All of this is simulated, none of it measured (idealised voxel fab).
The following is a process module called voxel tone inversion.
Square cells of 5 nm make up the cross-section cut, whose width is 200 nm.
How to read a cross-section here: the picture is a grid of square cells, written as bands going from the top down, and any band can span one or more rows of cells.
Heights first: top, then bottom, in nm. Then materials, left to right, each with a width in nm. "everywhere" on a single material: fills the band edge to edge. "air": empty space.
Height datum 0, below which the as-received substrate wafer is one material. Lowest band open at the bottom, running downward: "0 down".
The width entry "30->40" should be interpreted row by row: the top row of cells in the band takes the first number, the bottom row takes the second number, and the change between adjacent rows is uniform throughout.
Step marked "nothing different"? Then no cell in the cross-section changed in it.
What "Sealed cavities" gives you is every empty space of 8 cells or more that is cut off from the top. Each appears as width x height at distance, with the distance taken from the left edge and width, height and distance all in nm.
On a step's line, text after the settings is the simulator commenting on that step.
A step line may carry the setting "overlay nm", which, for steps involving a mask, states the distance by which the mask lay to the right of its intended position; negative values denote displacement to the left.

PROCESS STEPS (PLANNED)
step 1: RECEIVE, material Si
step 2: CONFORMAL_DEP, material SiCN, thk nm 5
step 3: DIRECTIONAL_DEP, material polySi, thk nm 25
step 4: PATTERN, tone cover, mask id POSTS, material resist, width nm 25, pitch nm 45, thk nm 30, overlay nm 0
step 5: DIRECTIONAL_ETCH, etch materials polySi, depth nm 25
step 6: STRIP, etch materials resist
step 7: FILL_DEP, material lowk, thk nm 10
step 8: CMP, height nm 30
step 9: STRIP, etch materials polySi
step 10: CONFORMAL_DEP, material TiN, thk nm 5
step 11: FILL_DEP, material Cu, thk nm 10
step 12: CMP, height nm 30
step 13: CONFORMAL_DEP, material SiN, thk nm 5
Split variable: thk nm, step 10. Plan value = first wafer. Wafers start alike.

CROSS-SECTION OF THE FIRST OF SEVERAL RECEIVED WAFERS, SHOWING ITS STATE AFTER STEP 1
- 0 down = Si everywhere
- Sealed cavities: none

GAINED (+) OR LOST (-) CELLS OF EACH MATERIAL SINCE RECEIPT, THEN CLOSED VOIDS: ONE ROW PER WAFER, AT THE END OF THE MODULE
thk nm 5 | +36 Cu | +40 SiCN | +40 SiN | +39 TiN | +125 lowk | Sealed cavities: none
thk nm 10 | +9 Cu | +40 SiCN | +40 SiN | +66 TiN | +125 lowk | Sealed cavities: none
thk nm 15 | +40 SiCN | +40 SiN | +75 TiN | +125 lowk | Sealed cavities: none
thk nm 20 | +40 SiCN | +40 SiN | +75 TiN | +125 lowk | Sealed cavities: none
